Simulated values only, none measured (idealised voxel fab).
process module | voxel self aligned contacts
In the cross-section labelled cut, the width is 285 nm and each square cell is 5 nm.
Cross-section spec: square-cell grid; bands listed top down; each band is one or more rows. Within each band entry, the heights of the top and of the bottom of the band appear first, in that order and in nm; the materials of the band then follow from left to right, each with its corresponding width in nm. The designation "everywhere" on a single material indicates that it fills the band from edge to edge; the designation "blank" indicates empty space. Heads up on the height convention: 0 is the point under which the incoming wafer is all one material, and the lowest band has no bottom, it just keeps going down, like "from 0 down". It should be noted that a width expressed as "30 to 40" varies in equal increments from row to row of cells within the band, taking the value of the first number at the top row and that of the second number at the bottom row. For the purposes of this document, the phrase "no alterations made" attached to a step denotes that no cell within the cross-section was modified by that step. Tabulated closed voids: empty space of 8 cells or more with no open way to the top, each as width x height at its distance from the left edge, in nm. Step line, after settings: the simulator's comment on this step. overlay nm: how far to the right of its planned place the mask lay on this masked step (negative: to the left).

## So here's the lineup of process steps we planned
1) RECEIVE | material Si
2) OXIDIZE | depth nm 5
3) DIRECTIONAL_DEP | material polySi | thk nm 25
4) DIRECTIONAL_DEP | material SiN | thk nm 15
5) DIRECTIONAL_DEP | material aC | thk nm 15
6) PATTERN | tone cover | mask id GATE | material resist | width nm 25 | pitch nm 55 | thk nm 30 | overlay nm 0
7) DIRECTIONAL_ETCH | etch materials aC | depth nm 15
8) STRIP | etch materials resist
9) DIRECTIONAL_ETCH | etch materials SiN | depth nm 15
10) DIRECTIONAL_ETCH | etch materials polySi | depth nm 25
11) STRIP | etch materials aC
12) CONFORMAL_DEP | material SiN | thk nm 5
13) DIRECTIONAL_ETCH | etch materials SiN | depth nm 5
14) FILL_DEP | material SiO2 | thk nm 10
15) CMP | height nm 45
16) MASKED_ETCH | tone open | mask id CONTACT | width nm 40 | pitch nm 55 | etch materials SiO2 | depth nm 50 | overlay nm 0
17) CONFORMAL_DEP | material TiN | thk nm 5
18) FILL_DEP | material W | thk nm 5
19) CMP | height nm 45
20) CONFORMAL_DEP | material SiN | thk nm 5

## Wafer, first of two, run as planned

## Incoming wafer, cross-sectional view, post step 1
from 0 down | Si everywhere
Tabulated closed voids: none

## After step 2, in cross-section
from 0 to -5 | SiO2 everywhere
Below -5, no change.

## After step 3, in cross-section
from 25 to 0 | polySi everywhere
Below 0, no change.

## After step 4, in cross-section
from 40 to 25 | SiN everywhere
Below 25, no change.

## After step 5, in cross-section
from 55 to 40 | aC everywhere
Below 40, no change.

## After step 6, in cross-section
from 85 to 55 | 75 blank, 25 resist, 30 blank, 25 resist, 30 blank, 25 resist, 75 blank
Below 55, no change.

## After step 7, in cross-section
from 70 to 55 | 75 blank, 25 resist, 30 blank, 25 resist, 30 blank, 25 resist, 75 blank
from 55 to 40 | 75 blank, 25 aC, 30 blank, 25 aC, 30 blank, 25 aC, 75 blank
Below 40, no change.

## After step 8, in cross-section
from 55 to 40 | 75 blank, 25 aC, 30 blank, 25 aC, 30 blank, 25 aC, 75 blank
Below 40, no change.

## After step 9, in cross-section
from 55 to 40 | 75 blank, 25 aC, 30 blank, 25 aC, 30 blank, 25 aC, 75 blank
from 40 to 25 | 75 blank, 25 SiN, 30 blank, 25 SiN, 30 blank, 25 SiN, 75 blank
Below 25, no change.

## After step 10, in cross-section
from 55 to 40 | 75 blank, 25 aC, 30 blank, 25 aC, 30 blank, 25 aC, 75 blank
from 40 to 25 | 75 blank, 25 SiN, 30 blank, 25 SiN, 30 blank, 25 SiN, 75 blank
from 25 to 0 | 75 blank, 25 polySi, 30 blank, 25 polySi, 30 blank, 25 polySi, 75 blank
Below 0, no change.

## After step 11, in cross-section
from 40 to 25 | 75 blank, 25 SiN, 30 blank, 25 SiN, 30 blank, 25 SiN, 75 blank
Below 25, no change.

## After step 12, in cross-section
from 45 to 25 | 70 blank, 35 SiN, 20 blank, 35 SiN, 20 blank, 35 SiN, 70 blank
from 25 to 5 | 70 blank, 5 SiN, 25 polySi, 5 SiN, 20 blank, 5 SiN, 25 polySi, 5 SiN, 20 blank, 5 SiN, 25 polySi, 5 SiN, 70 blank
from 5 to 0 | 75 SiN, 25 polySi, 30 SiN, 25 polySi, 30 SiN, 25 polySi, 75 SiN
Below 0, no change.

## After step 13, in cross-section
from 40 to 25 | 70 blank, 35 SiN, 20 blank, 35 SiN, 20 blank, 35 SiN, 70 blank
from 25 to 0 | 70 blank, 5 SiN, 25 polySi, 5 SiN, 20 blank, 5 SiN, 25 polySi, 5 SiN, 20 blank, 5 SiN, 25 polySi, 5 SiN, 70 blank
Below 0, no change.

## After step 14, in cross-section
from 50 to 40 | SiO2 everywhere
from 40 to 25 | 70 SiO2, 35 SiN, 20 SiO2, 35 SiN, 20 SiO2, 35 SiN, 70 SiO2
from 25 to 0 | 70 SiO2, 5 SiN, 25 polySi, 5 SiN, 20 SiO2, 5 SiN, 25 polySi, 5 SiN, 20 SiO2, 5 SiN, 25 polySi, 5 SiN, 70 SiO2
Below 0, no change.

## After step 15, in cross-section
from 45 to 40 | SiO2 everywhere
Below 40, no change.

## After step 16, in cross-section
from 45 to 40 | 95 SiO2, 40 blank, 15 SiO2, 40 blank, 95 SiO2
from 40 to 25 | 70 SiO2, 35 SiN, 20 blank, 35 SiN, 20 blank, 35 SiN, 70 SiO2
from 25 to 0 | 70 SiO2, 5 SiN, 25 polySi, 5 SiN, 20 blank, 5 SiN, 25 polySi, 5 SiN, 20 blank, 5 SiN, 25 polySi, 5 SiN, 70 SiO2
from 0 to -5 | 105 SiO2, 20 blank, 35 SiO2, 20 blank, 105 SiO2
Below -5, no change.

## After step 17, in cross-section
from 50 to 45 | 100 TiN, 30 blank, 25 TiN, 30 blank, 100 TiN
from 45 to 40 | 95 SiO2, 15 TiN, 10 blank, 15 TiN, 15 SiO2, 15 TiN, 10 blank, 15 TiN, 95 SiO2
from 40 to 25 | 70 SiO2, 35 SiN, 5 TiN, 10 blank, 5 TiN, 35 SiN, 5 TiN, 10 blank, 5 TiN, 35 SiN, 70 SiO2
from 25 to 0 | 70 SiO2, 5 SiN, 25 polySi, 5 SiN, 5 TiN, 10 blank, 5 TiN, 5 SiN, 25 polySi, 5 SiN, 5 TiN, 10 blank, 5 TiN, 5 SiN, 25 polySi, 5 SiN, 70 SiO2
from 0 to -5 | 105 SiO2, 20 TiN, 35 SiO2, 20 TiN, 105 SiO2
Below -5, no change.

## After step 18, in cross-section
from 55 to 50 | W everywhere
from 50 to 45 | 100 TiN, 30 W, 25 TiN, 30 W, 100 TiN
from 45 to 40 | 95 SiO2, 15 TiN, 10 W, 15 TiN, 15 SiO2, 15 TiN, 10 W, 15 TiN, 95 SiO2
from 40 to 25 | 70 SiO2, 35 SiN, 5 TiN, 10 W, 5 TiN, 35 SiN, 5 TiN, 10 W, 5 TiN, 35 SiN, 70 SiO2
from 25 to 0 | 70 SiO2, 5 SiN, 25 polySi, 5 SiN, 5 TiN, 10 W, 5 TiN, 5 SiN, 25 polySi, 5 SiN, 5 TiN, 10 W, 5 TiN, 5 SiN, 25 polySi, 5 SiN, 70 SiO2
Below 0, no change.

## After step 19, in cross-section
from 45 to 40 | 95 SiO2, 15 TiN, 10 W, 15 TiN, 15 SiO2, 15 TiN, 10 W, 15 TiN, 95 SiO2
Below 40, no change.

## After step 20, in cross-section
from 50 to 45 | SiN everywhere
Below 45, no change.

## second wafer: like start, like plan, one mistake. Through step 15 it matches the first wafer

## Second wafer profile in section, at the moment step 16 of the plan was meant to be complete
from 45 to 40 | 95 blank, 40 SiO2, 15 blank, 40 SiO2, 95 blank
from 40 to 25 | 70 blank, 35 SiN, 20 SiO2, 35 SiN, 20 SiO2, 35 SiN, 70 blank
from 25 to 0 | 70 blank, 5 SiN, 25 polySi, 5 SiN, 20 SiO2, 5 SiN, 25 polySi, 5 SiN, 20 SiO2, 5 SiN, 25 polySi, 5 SiN, 70 blank
from 0 to -5 | 70 blank, 145 SiO2, 70 blank
Below -5, no change.

## Second wafer profile in section, at the moment step 17 of the plan was meant to be complete
from 50 to 45 | 90 blank, 50 TiN, 5 blank, 50 TiN, 90 blank
from 45 to 40 | 65 blank, 30 TiN, 40 SiO2, 15 TiN, 40 SiO2, 30 TiN, 65 blank
from 40 to 25 | 65 blank, 5 TiN, 35 SiN, 20 SiO2, 35 SiN, 20 SiO2, 35 SiN, 5 TiN, 65 blank
from 25 to 0 | 65 blank, 5 TiN, 5 SiN, 25 polySi, 5 SiN, 20 SiO2, 5 SiN, 25 polySi, 5 SiN, 20 SiO2, 5 SiN, 25 polySi, 5 SiN, 5 TiN, 65 blank
from 0 to -5 | 70 TiN, 145 SiO2, 70 TiN
Below -5, no change.

## Second wafer profile in section, at the moment step 18 of the plan was meant to be complete
from 55 to 50 | W everywhere
from 50 to 45 | 90 W, 50 TiN, 5 W, 50 TiN, 90 W
from 45 to 40 | 65 W, 30 TiN, 40 SiO2, 15 TiN, 40 SiO2, 30 TiN, 65 W
from 40 to 25 | 65 W, 5 TiN, 35 SiN, 20 SiO2, 35 SiN, 20 SiO2, 35 SiN, 5 TiN, 65 W
from 25 to 0 | 65 W, 5 TiN, 5 SiN, 25 polySi, 5 SiN, 20 SiO2, 5 SiN, 25 polySi, 5 SiN, 20 SiO2, 5 SiN, 25 polySi, 5 SiN, 5 TiN, 65 W
Below 0, no change.

## Second wafer profile in section, at the moment step 19 of the plan was meant to be complete
from 45 to 40 | 65 W, 30 TiN, 40 SiO2, 15 TiN, 40 SiO2, 30 TiN, 65 W
Below 40, no change.

## Second wafer profile in section, at the moment step 20 of the plan was meant to be complete
from 50 to 45 | SiN everywhere
Below 45, no change.
what went wrong: so step 16 ended up running with a different setting than we planned, it ran as MASKED_ETCH | tone cover | mask id CONTACT | width nm 40 | pitch nm 55 | etch materials SiO2 | depth nm 50 | overlay nm 0
Upon completion, the second wafer contains, in terms of cells, a greater or smaller amount of certain materials than the first wafer: -205 SiO2, +7 TiN, +198 W
